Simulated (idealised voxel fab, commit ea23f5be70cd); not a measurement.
The name of this process module is voxel released beams.
Cross-sectional view cut (width: 205 nm; square cell size: 5 nm).
Cross-section = grid of square cells, listed top down in bands; band = one or more rows. The band entry comprises the height of the band's top followed by the height of its bottom, expressed in nm, and subsequently the band's materials from left to right, each stated together with its width in nm. Where a single material is marked with the word "full width", that material fills the band from edge to edge. The word "blank" represents empty space. Below 0: as-received wafer, all one material; heights counted from there. Lowest band: no bottom, goes on down, written "z 0 and below". The expression "30 to 40" gives the width at the extremes of the band, the first number at its top row of cells and the second at its bottom row, with the width changing by equal amounts from each row to the next in between. "remained the same", as given for a step, is the statement that not any cell of the cross-section underwent a change during that step. Entry "Enclosed internal cavities". Content: empty spaces with no open connection to the top, size 8 cells or greater. Each: width x height at distance. Distance: from left edge. Unit: nm. Step line, after settings: the simulator's comment on this step. You can add "overlay nm" to a step's line. For a step with a mask, it describes how far the mask lay to the right of its planned position, and a negative number describes a lay to the left.
**The process steps that were planned are listed below**
1) RECEIVE [material Si]
2) CONFORMAL_DEP [material Al2O3] [thk nm 10]
3) DIRECTIONAL_DEP [material SiO2] [thk nm 15]
4) PATTERN [tone open] [mask id ANCHOR] [material resist] [width nm 35] [thk nm 20] [overlay nm 0]
5) DIRECTIONAL_ETCH [etch materials SiO2] [depth nm 15]
6) STRIP [etch materials resist]
7) CONFORMAL_DEP [material polySi] [thk nm 10]
8) DIRECTIONAL_DEP [material aC] [thk nm 10]
9) PATTERN [tone cover] [mask id BEAM] [material resist] [width nm 100] [thk nm 30] [overlay nm 0]
10) DIRECTIONAL_ETCH [etch materials aC] [depth nm 10]
11) STRIP [etch materials resist]
12) DIRECTIONAL_ETCH [etch materials polySi] [depth nm 10]
13) STRIP [etch materials aC]
14) STRIP [etch materials SiO2]
**As-received wafer cross-section (after step 1)**
* z 0 and below: Si full width
* Enclosed internal cavities: none
**As-planned run: cross-section of the first of two wafers at end of module**
* z 35 to 25: blank: 50, polySi: 15, blank: 15, polySi: 70, blank: 55
* z 25 to 20: blank: 55, polySi: 10, blank: 15, polySi: 10, blank: 115
* z 20 to 10: blank: 55, polySi: 35, blank: 115
* z 10 to 0: Al2O3 full width
* z 0 and below: Si full width
* Enclosed internal cavities: none
**Cross-section at end of module for the second wafer of two, which matched the first in starting point and plan and differed by one mistake in its processing**
* z 35 to 25: blank: 50, polySi: 5, blank: 15, polySi: 80, blank: 55
* z 25 to 20: blank: 45, polySi: 10, blank: 15, polySi: 10, blank: 125
* z 20 to 10: blank: 45, polySi: 35, blank: 125
* z 10 to 0: Al2O3 full width
* z 0 and below: Si full width
* Enclosed internal cavities: none
Deviation noted in wafer processing: off-plan run, step 4, actual operation and settings PATTERN [tone open] [mask id ANCHOR] [material resist] [width nm 35] [thk nm 20] [overlay nm -10]
Final wafers compared: equal cell tally per material, rearranged layout.
